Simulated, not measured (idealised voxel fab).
process module | voxel wiring stack
205 nm wide, 5 nm square cells: that's cross-section cut.
Format of a cross-section: grid, square cells. Given as bands. Order: top down. Band: one or more rows of cells.
Band: top height; bottom height; in nm. Then, left to right: material with width in nm, for each material. "all across": a single material spanning edge to edge. "empty": empty space.
Heights from 0 (as-received wafer is one material below). Bottom band endless downward, as "0 down".
Read "30 to 40" as a graded width: first number on top, second number at the bottom, same change between each pair of neighbouring rows.
Take "no alterations made" at face value: in the step it is given for, the cross-section changed in none of its cells.
Empty spaces without an open route to the top, at least 8 cells in extent, make up the entry "Enclosed internal voids"; each is given as width x height at distance, where the distance is measured from the left edge, and all are in nm.
Note: text after step settings on the step line = simulator remark on that step.
The optional step-line setting "overlay nm" applies to steps with a mask and quantifies how far to the right of its planned location the mask lay, a negative value indicating leftward placement.
Process steps foreseen in the plan:
step 1: RECEIVE with material Si
step 2: CONFORMAL_DEP with material SiO2, thk nm 10
step 3: DIRECTIONAL_DEP with material TiN, thk nm 5
step 4: DIRECTIONAL_DEP with material W, thk nm 25
step 5: DIRECTIONAL_DEP with material aC, thk nm 15
step 6: PATTERN with tone cover, mask id METAL_1, material resist, width nm 20, pitch nm 40, thk nm 35, overlay nm 0
step 7: DIRECTIONAL_ETCH with etch materials aC, depth nm 15
step 8: STRIP with etch materials resist
step 9: DIRECTIONAL_ETCH with etch materials W, depth nm 25
step 10: DIRECTIONAL_ETCH with etch materials TiN, depth nm 5
step 11: STRIP with etch materials aC
step 12: FILL_DEP with material SiO2, thk nm 5
step 13: CMP with height nm 40
step 14: CONFORMAL_DEP with material SiCN, thk nm 5
step 15: DIRECTIONAL_DEP with material SiO2, thk nm 30
step 16: MASKED_ETCH with tone open, mask id METAL_2_HOLES, width nm 15, pitch nm 40, etch materials SiO2, depth nm 30, overlay nm 0
step 17: MASKED_ETCH with tone open, mask id METAL_2, width nm 20, pitch nm 40, etch materials SiO2, depth nm 20, overlay nm 0
step 18: MASKED_ETCH with tone open, mask id METAL_2, width nm 20, pitch nm 40, etch materials SiCN, depth nm 5, overlay nm 0
step 19: CONFORMAL_DEP with material TiN, thk nm 5
step 20: FILL_DEP with material Ru, thk nm 5
step 21: CMP with height nm 75
step 22: CONFORMAL_DEP with material SiCN, thk nm 5
step 23: DIRECTIONAL_DEP with material SiO2, thk nm 20
step 24: MASKED_ETCH with tone open, mask id PLUG_2, width nm 15, pitch nm 80, etch materials SiO2, depth nm 20, overlay nm 0
step 25: MASKED_ETCH with tone open, mask id PLUG_2, width nm 15, pitch nm 80, etch materials SiCN, depth nm 5, overlay nm 0
step 26: CONFORMAL_DEP with material TiN, thk nm 5
step 27: FILL_DEP with material W, thk nm 10
step 28: CMP with height nm 100
step 29: CONFORMAL_DEP with material SiN, thk nm 5
step 30: DIRECTIONAL_DEP with material lowk, thk nm 20
step 31: MASKED_ETCH with tone open, mask id METAL_3, width nm 20, pitch nm 40, etch materials lowk, depth nm 20, overlay nm 0
step 32: MASKED_ETCH with tone open, mask id METAL_3, width nm 20, pitch nm 40, etch materials SiN, depth nm 5, overlay nm 0
step 33: CONFORMAL_DEP with material TiN, thk nm 5
step 34: FILL_DEP with material Cu, thk nm 5
step 35: CMP with height nm 125
step 36: CONFORMAL_DEP with material SiCN, thk nm 5
The first of a set of two wafers, run to plan:
Wafer cross-section on receipt, i.e. after step 1:
- 0 down = Si all across
- Enclosed internal voids: none
Wafer xsec, post step 2:
- 10 to 0 = SiO2 all across
- All layers under 0 are left as they were.
Wafer xsec, post step 3:
- 15 to 10 = TiN all across
- All layers under 10 are left as they were.
Wafer xsec, post step 4:
- 40 to 15 = W all across
- All layers under 15 are left as they were.
Wafer xsec, post step 5:
- 55 to 40 = aC all across
- All layers under 40 are left as they were.
Wafer xsec, post step 6:
- 90 to 55 = 30 empty / 20 resist / 20 empty / 20 resist / 20 empty / 20 resist / 20 empty / 20 resist / 35 empty
- All layers under 55 are left as they were.
Wafer xsec, post step 7:
- 75 to 55 = 30 empty / 20 resist / 20 empty / 20 resist / 20 empty / 20 resist / 20 empty / 20 resist / 35 empty
- 55 to 40 = 30 empty / 20 aC / 20 empty / 20 aC / 20 empty / 20 aC / 20 empty / 20 aC / 35 empty
- All layers under 40 are left as they were.
Wafer xsec, post step 8:
- 55 to 40 = 30 empty / 20 aC / 20 empty / 20 aC / 20 empty / 20 aC / 20 empty / 20 aC / 35 empty
- All layers under 40 are left as they were.
Wafer xsec, post step 9:
- 55 to 40 = 30 empty / 20 aC / 20 empty / 20 aC / 20 empty / 20 aC / 20 empty / 20 aC / 35 empty
- 40 to 15 = 30 empty / 20 W / 20 empty / 20 W / 20 empty / 20 W / 20 empty / 20 W / 35 empty
- All layers under 15 are left as they were.
Wafer xsec, post step 10:
- 55 to 40 = 30 empty / 20 aC / 20 empty / 20 aC / 20 empty / 20 aC / 20 empty / 20 aC / 35 empty
- 40 to 15 = 30 empty / 20 W / 20 empty / 20 W / 20 empty / 20 W / 20 empty / 20 W / 35 empty
- 15 to 10 = 30 empty / 20 TiN / 20 empty / 20 TiN / 20 empty / 20 TiN / 20 empty / 20 TiN / 35 empty
- All layers under 10 are left as they were.
Wafer xsec, post step 11:
- 40 to 15 = 30 empty / 20 W / 20 empty / 20 W / 20 empty / 20 W / 20 empty / 20 W / 35 empty
- All layers under 15 are left as they were.
Wafer xsec, post step 12:
- 45 to 40 = SiO2 all across
- 40 to 15 = 30 SiO2 / 20 W / 20 SiO2 / 20 W / 20 SiO2 / 20 W / 20 SiO2 / 20 W / 35 SiO2
- 15 to 10 = 30 SiO2 / 20 TiN / 20 SiO2 / 20 TiN / 20 SiO2 / 20 TiN / 20 SiO2 / 20 TiN / 35 SiO2
- All layers under 10 are left as they were.
Wafer xsec, post step 13:
- 40 to 15 = 30 SiO2 / 20 W / 20 SiO2 / 20 W / 20 SiO2 / 20 W / 20 SiO2 / 20 W / 35 SiO2
- All layers under 15 are left as they were.
Wafer xsec, post step 14:
- 45 to 40 = SiCN all across
- All layers under 40 are left as they were.
Wafer xsec, post step 15:
- 75 to 45 = SiO2 all across
- All layers under 45 are left as they were.
Wafer xsec, post step 16:
- 75 to 45 = 30 SiO2 / 15 empty / 25 SiO2 / 15 empty / 25 SiO2 / 15 empty / 25 SiO2 / 15 empty / 40 SiO2
- All layers under 45 are left as they were.
Wafer xsec, post step 17:
- 75 to 55 = 30 SiO2 / 20 empty / 20 SiO2 / 20 empty / 20 SiO2 / 20 empty / 20 SiO2 / 20 empty / 35 SiO2
- All layers under 55 are left as they were.
Wafer xsec, post step 18:
- 75 to 55 = 30 SiO2 / 20 empty / 20 SiO2 / 20 empty / 20 SiO2 / 20 empty / 20 SiO2 / 20 empty / 35 SiO2
- 55 to 45 = 30 SiO2 / 15 empty / 25 SiO2 / 15 empty / 25 SiO2 / 15 empty / 25 SiO2 / 15 empty / 40 SiO2
- 45 to 40 = 30 SiCN / 15 empty / 25 SiCN / 15 empty / 25 SiCN / 15 empty / 25 SiCN / 15 empty / 40 SiCN
- All layers under 40 are left as they were.
Wafer xsec, post step 19:
- 80 to 75 = 35 TiN / 10 empty / 30 TiN / 10 empty / 30 TiN / 10 empty / 30 TiN / 10 empty / 40 TiN
- 75 to 60 = 30 SiO2 / 5 TiN / 10 empty / 5 TiN / 20 SiO2 / 5 TiN / 10 empty / 5 TiN / 20 SiO2 / 5 TiN / 10 empty / 5 TiN / 20 SiO2 / 5 TiN / 10 empty / 5 TiN / 35 SiO2
- 60 to 55 = 30 SiO2 / 5 TiN / 5 empty / 10 TiN / 20 SiO2 / 5 TiN / 5 empty / 10 TiN / 20 SiO2 / 5 TiN / 5 empty / 10 TiN / 20 SiO2 / 5 TiN / 5 empty / 10 TiN / 35 SiO2
- 55 to 45 = 30 SiO2 / 5 TiN / 5 empty / 5 TiN / 25 SiO2 / 5 TiN / 5 empty / 5 TiN / 25 SiO2 / 5 TiN / 5 empty / 5 TiN / 25 SiO2 / 5 TiN / 5 empty / 5 TiN / 40 SiO2
- 45 to 40 = 30 SiCN / 15 TiN / 25 SiCN / 15 TiN / 25 SiCN / 15 TiN / 25 SiCN / 15 TiN / 40 SiCN
- All layers under 40 are left as they were.
Wafer xsec, post step 20:
- 85 to 80 = Ru all across
- 80 to 75 = 35 TiN / 10 Ru / 30 TiN / 10 Ru / 30 TiN / 10 Ru / 30 TiN / 10 Ru / 40 TiN
- 75 to 60 = 30 SiO2 / 5 TiN / 10 Ru / 5 TiN / 20 SiO2 / 5 TiN / 10 Ru / 5 TiN / 20 SiO2 / 5 TiN / 10 Ru / 5 TiN / 20 SiO2 / 5 TiN / 10 Ru / 5 TiN / 35 SiO2
- 60 to 55 = 30 SiO2 / 5 TiN / 5 Ru / 10 TiN / 20 SiO2 / 5 TiN / 5 Ru / 10 TiN / 20 SiO2 / 5 TiN / 5 Ru / 10 TiN / 20 SiO2 / 5 TiN / 5 Ru / 10 TiN / 35 SiO2
- 55 to 45 = 30 SiO2 / 5 TiN / 5 Ru / 5 TiN / 25 SiO2 / 5 TiN / 5 Ru / 5 TiN / 25 SiO2 / 5 TiN / 5 Ru / 5 TiN / 25 SiO2 / 5 TiN / 5 Ru / 5 TiN / 40 SiO2
- All layers under 45 are left as they were.
Wafer xsec, post step 21:
- 75 to 60 = 30 SiO2 / 5 TiN / 10 Ru / 5 TiN / 20 SiO2 / 5 TiN / 10 Ru / 5 TiN / 20 SiO2 / 5 TiN / 10 Ru / 5 TiN / 20 SiO2 / 5 TiN / 10 Ru / 5 TiN / 35 SiO2
- All layers under 60 are left as they were.
Wafer xsec, post step 22:
- 80 to 75 = SiCN all across
- All layers under 75 are left as they were.
Wafer xsec, post step 23:
- 100 to 80 = SiO2 all across
- All layers under 80 are left as they were.
Wafer xsec, post step 24:
- 100 to 80 = 30 SiO2 / 15 empty / 65 SiO2 / 15 empty / 80 SiO2
- All layers under 80 are left as they were.
Wafer xsec, post step 25:
- 100 to 80 = 30 SiO2 / 15 empty / 65 SiO2 / 15 empty / 80 SiO2
- 80 to 75 = 30 SiCN / 15 empty / 65 SiCN / 15 empty / 80 SiCN
- All layers under 75 are left as they were.
Wafer xsec, post step 26:
- 105 to 100 = 35 TiN / 5 empty / 75 TiN / 5 empty / 85 TiN
- 100 to 80 = 30 SiO2 / 5 TiN / 5 empty / 5 TiN / 65 SiO2 / 5 TiN / 5 empty / 5 TiN / 80 SiO2
- 80 to 75 = 30 SiCN / 15 TiN / 65 SiCN / 15 TiN / 80 SiCN
- All layers under 75 are left as they were.
Wafer xsec, post step 27:
- 115 to 105 = W all across
- 105 to 100 = 35 TiN / 5 W / 75 TiN / 5 W / 85 TiN
- 100 to 80 = 30 SiO2 / 5 TiN / 5 W / 5 TiN / 65 SiO2 / 5 TiN / 5 W / 5 TiN / 80 SiO2
- All layers under 80 are left as they were.
Wafer xsec, post step 28:
- 100 to 80 = 30 SiO2 / 5 TiN / 5 W / 5 TiN / 65 SiO2 / 5 TiN / 5 W / 5 TiN / 80 SiO2
- All layers under 80 are left as they were.
Wafer xsec, post step 29:
- 105 to 100 = SiN all across
- All layers under 100 are left as they were.
Wafer xsec, post step 30:
- 125 to 105 = lowk all across
- All layers under 105 are left as they were.
Wafer xsec, post step 31:
- 125 to 105 = 30 lowk / 20 empty / 20 lowk / 20 empty / 20 lowk / 20 empty / 20 lowk / 20 empty / 35 lowk
- All layers under 105 are left as they were.
Wafer xsec, post step 32:
- 125 to 105 = 30 lowk / 20 empty / 20 lowk / 20 empty / 20 lowk / 20 empty / 20 lowk / 20 empty / 35 lowk
- 105 to 100 = 30 SiN / 20 empty / 20 SiN / 20 empty / 20 SiN / 20 empty / 20 SiN / 20 empty / 35 SiN
- All layers under 100 are left as they were.
Wafer xsec, post step 33:
- 130 to 125 = 35 TiN / 10 empty / 30 TiN / 10 empty / 30 TiN / 10 empty / 30 TiN / 10 empty / 40 TiN
- 125 to 105 = 30 lowk / 5 TiN / 10 empty / 5 TiN / 20 lowk / 5 TiN / 10 empty / 5 TiN / 20 lowk / 5 TiN / 10 empty / 5 TiN / 20 lowk / 5 TiN / 10 empty / 5 TiN / 35 lowk
- 105 to 100 = 30 SiN / 20 TiN / 20 SiN / 20 TiN / 20 SiN / 20 TiN / 20 SiN / 20 TiN / 35 SiN
- All layers under 100 are left as they were.
Wafer xsec, post step 34:
- 135 to 130 = Cu all across
- 130 to 125 = 35 TiN / 10 Cu / 30 TiN / 10 Cu / 30 TiN / 10 Cu / 30 TiN / 10 Cu / 40 TiN
- 125 to 105 = 30 lowk / 5 TiN / 10 Cu / 5 TiN / 20 lowk / 5 TiN / 10 Cu / 5 TiN / 20 lowk / 5 TiN / 10 Cu / 5 TiN / 20 lowk / 5 TiN / 10 Cu / 5 TiN / 35 lowk
- All layers under 105 are left as they were.
Wafer xsec, post step 35:
- 125 to 105 = 30 lowk / 5 TiN / 10 Cu / 5 TiN / 20 lowk / 5 TiN / 10 Cu / 5 TiN / 20 lowk / 5 TiN / 10 Cu / 5 TiN / 20 lowk / 5 TiN / 10 Cu / 5 TiN / 35 lowk
- All layers under 105 are left as they were.
Wafer xsec, post step 36:
- 130 to 125 = SiCN all across
- All layers under 125 are left as they were.
Wafer two of two - same starting point, same process plan, one mistake in execution; matches wafer one up to and including step 15:
The second wafer cut through, at the time step 16 was supposed to be finished:
- 75 to 45 = 40 SiO2 / 15 empty / 25 SiO2 / 15 empty / 25 SiO2 / 15 empty / 25 SiO2 / 15 empty / 30 SiO2
- All layers under 45 are left as they were.
The second wafer cut through, at the time step 17 was supposed to be finished:
- 75 to 55 = 30 SiO2 / 25 empty / 15 SiO2 / 25 empty / 15 SiO2 / 25 empty / 15 SiO2 / 25 empty / 30 SiO2
- All layers under 55 are left as they were.
The second wafer cut through, at the time step 18 was supposed to be finished:
- 75 to 55 = 30 SiO2 / 25 empty / 15 SiO2 / 25 empty / 15 SiO2 / 25 empty / 15 SiO2 / 25 empty / 30 SiO2
- 55 to 45 = 40 SiO2 / 15 empty / 25 SiO2 / 15 empty / 25 SiO2 / 15 empty / 25 SiO2 / 15 empty / 30 SiO2
- 45 to 40 = 40 SiCN / 10 empty / 30 SiCN / 10 empty / 30 SiCN / 10 empty / 30 SiCN / 10 empty / 35 SiCN
- All layers under 40 are left as they were.
The second wafer cut through, at the time step 19 was supposed to be finished:
- 80 to 75 = 35 TiN / 15 empty / 25 TiN / 15 empty / 25 TiN / 15 empty / 25 TiN / 15 empty / 35 TiN
- 75 to 60 = 30 SiO2 / 5 TiN / 15 empty / 5 TiN / 15 SiO2 / 5 TiN / 15 empty / 5 TiN / 15 SiO2 / 5 TiN / 15 empty / 5 TiN / 15 SiO2 / 5 TiN / 15 empty / 5 TiN / 30 SiO2
- 60 to 50 = 30 to 40 SiO2 / 15 to 5 TiN / 5 empty / 5 TiN / 15 to 25 SiO2 / 15 to 5 TiN / 5 empty / 5 TiN / 15 to 25 SiO2 / 15 to 5 TiN / 5 empty / 5 TiN / 15 to 25 SiO2 / 15 to 5 TiN / 5 empty / 5 TiN / 30 SiO2
- 50 to 45 = 40 SiO2 / 15 TiN / 25 SiO2 / 15 TiN / 25 SiO2 / 15 TiN / 25 SiO2 / 15 TiN / 30 SiO2
- 45 to 40 = 40 SiCN / 10 TiN / 30 SiCN / 10 TiN / 30 SiCN / 10 TiN / 30 SiCN / 10 TiN / 35 SiCN
- All layers under 40 are left as they were.
The second wafer cut through, at the time step 20 was supposed to be finished:
- 85 to 80 = Ru all across
- 80 to 75 = 35 TiN / 15 Ru / 25 TiN / 15 Ru / 25 TiN / 15 Ru / 25 TiN / 15 Ru / 35 TiN
- 75 to 60 = 30 SiO2 / 5 TiN / 15 Ru / 5 TiN / 15 SiO2 / 5 TiN / 15 Ru / 5 TiN / 15 SiO2 / 5 TiN / 15 Ru / 5 TiN / 15 SiO2 / 5 TiN / 15 Ru / 5 TiN / 30 SiO2
- 60 to 50 = 30 to 40 SiO2 / 15 to 5 TiN / 5 Ru / 5 TiN / 15 to 25 SiO2 / 15 to 5 TiN / 5 Ru / 5 TiN / 15 to 25 SiO2 / 15 to 5 TiN / 5 Ru / 5 TiN / 15 to 25 SiO2 / 15 to 5 TiN / 5 Ru / 5 TiN / 30 SiO2
- All layers under 50 are left as they were.
The second wafer cut through, at the time step 21 was supposed to be finished:
- 75 to 60 = 30 SiO2 / 5 TiN / 15 Ru / 5 TiN / 15 SiO2 / 5 TiN / 15 Ru / 5 TiN / 15 SiO2 / 5 TiN / 15 Ru / 5 TiN / 15 SiO2 / 5 TiN / 15 Ru / 5 TiN / 30 SiO2
- All layers under 60 are left as they were.
The second wafer cut through, at the time step 22 was supposed to be finished:
- 80 to 75 = SiCN all across
- All layers under 75 are left as they were.
The second wafer cut through, at the time step 23 was supposed to be finished:
- 100 to 80 = SiO2 all across
- All layers under 80 are left as they were.
The second wafer cut through, at the time step 24 was supposed to be finished:
- 100 to 80 = 30 SiO2 / 15 empty / 65 SiO2 / 15 empty / 80 SiO2
- All layers under 80 are left as they were.
The second wafer cut through, at the time step 25 was supposed to be finished:
- 100 to 80 = 30 SiO2 / 15 empty / 65 SiO2 / 15 empty / 80 SiO2
- 80 to 75 = 30 SiCN / 15 empty / 65 SiCN / 15 empty / 80 SiCN
- All layers under 75 are left as they were.
The second wafer cut through, at the time step 26 was supposed to be finished:
- 105 to 100 = 35 TiN / 5 empty / 75 TiN / 5 empty / 85 TiN
- 100 to 80 = 30 SiO2 / 5 TiN / 5 empty / 5 TiN / 65 SiO2 / 5 TiN / 5 empty / 5 TiN / 80 SiO2
- 80 to 75 = 30 SiCN / 15 TiN / 65 SiCN / 15 TiN / 80 SiCN
- All layers under 75 are left as they were.
The second wafer cut through, at the time step 27 was supposed to be finished:
- 115 to 105 = W all across
- 105 to 100 = 35 TiN / 5 W / 75 TiN / 5 W / 85 TiN
- 100 to 80 = 30 SiO2 / 5 TiN / 5 W / 5 TiN / 65 SiO2 / 5 TiN / 5 W / 5 TiN / 80 SiO2
- All layers under 80 are left as they were.
The second wafer cut through, at the time step 28 was supposed to be finished:
- 100 to 80 = 30 SiO2 / 5 TiN / 5 W / 5 TiN / 65 SiO2 / 5 TiN / 5 W / 5 TiN / 80 SiO2
- All layers under 80 are left as they were.
The second wafer cut through, at the time step 29 was supposed to be finished:
- 105 to 100 = SiN all across
- All layers under 100 are left as they were.
The second wafer cut through, at the time step 30 was supposed to be finished:
- 125 to 105 = lowk all across
- All layers under 105 are left as they were.
The second wafer cut through, at the time step 31 was supposed to be finished:
- 125 to 105 = 30 lowk / 20 empty / 20 lowk / 20 empty / 20 lowk / 20 empty / 20 lowk / 20 empty / 35 lowk
- All layers under 105 are left as they were.
The second wafer cut through, at the time step 32 was supposed to be finished:
- 125 to 105 = 30 lowk / 20 empty / 20 lowk / 20 empty / 20 lowk / 20 empty / 20 lowk / 20 empty / 35 lowk
- 105 to 100 = 30 SiN / 20 empty / 20 SiN / 20 empty / 20 SiN / 20 empty / 20 SiN / 20 empty / 35 SiN
- All layers under 100 are left as they were.
The second wafer cut through, at the time step 33 was supposed to be finished:
- 130 to 125 = 35 TiN / 10 empty / 30 TiN / 10 empty / 30 TiN / 10 empty / 30 TiN / 10 empty / 40 TiN
- 125 to 105 = 30 lowk / 5 TiN / 10 empty / 5 TiN / 20 lowk / 5 TiN / 10 empty / 5 TiN / 20 lowk / 5 TiN / 10 empty / 5 TiN / 20 lowk / 5 TiN / 10 empty / 5 TiN / 35 lowk
- 105 to 100 = 30 SiN / 20 TiN / 20 SiN / 20 TiN / 20 SiN / 20 TiN / 20 SiN / 20 TiN / 35 SiN
- All layers under 100 are left as they were.
The second wafer cut through, at the time step 34 was supposed to be finished:
- 135 to 130 = Cu all across
- 130 to 125 = 35 TiN / 10 Cu / 30 TiN / 10 Cu / 30 TiN / 10 Cu / 30 TiN / 10 Cu / 40 TiN
- 125 to 105 = 30 lowk / 5 TiN / 10 Cu / 5 TiN / 20 lowk / 5 TiN / 10 Cu / 5 TiN / 20 lowk / 5 TiN / 10 Cu / 5 TiN / 20 lowk / 5 TiN / 10 Cu / 5 TiN / 35 lowk
- All layers under 105 are left as they were.
The second wafer cut through, at the time step 35 was supposed to be finished:
- 125 to 105 = 30 lowk / 5 TiN / 10 Cu / 5 TiN / 20 lowk / 5 TiN / 10 Cu / 5 TiN / 20 lowk / 5 TiN / 10 Cu / 5 TiN / 20 lowk / 5 TiN / 10 Cu / 5 TiN / 35 lowk
- All layers under 105 are left as they were.
The second wafer cut through, at the time step 36 was supposed to be finished:
- 130 to 125 = SiCN all across
- All layers under 125 are left as they were.
Nonconformance to the process plan: not per plan at step 16, really ran MASKED_ETCH with tone open, mask id METAL_2_HOLES, width nm 15, pitch nm 40, etch materials SiO2, depth nm 30, overlay nm 10
FYI, end of process, the second wafer has more or fewer cells of some materials than the first: 8 more of Ru; 4 more of SiCN; 16 fewer of SiO2; 4 more of TiN
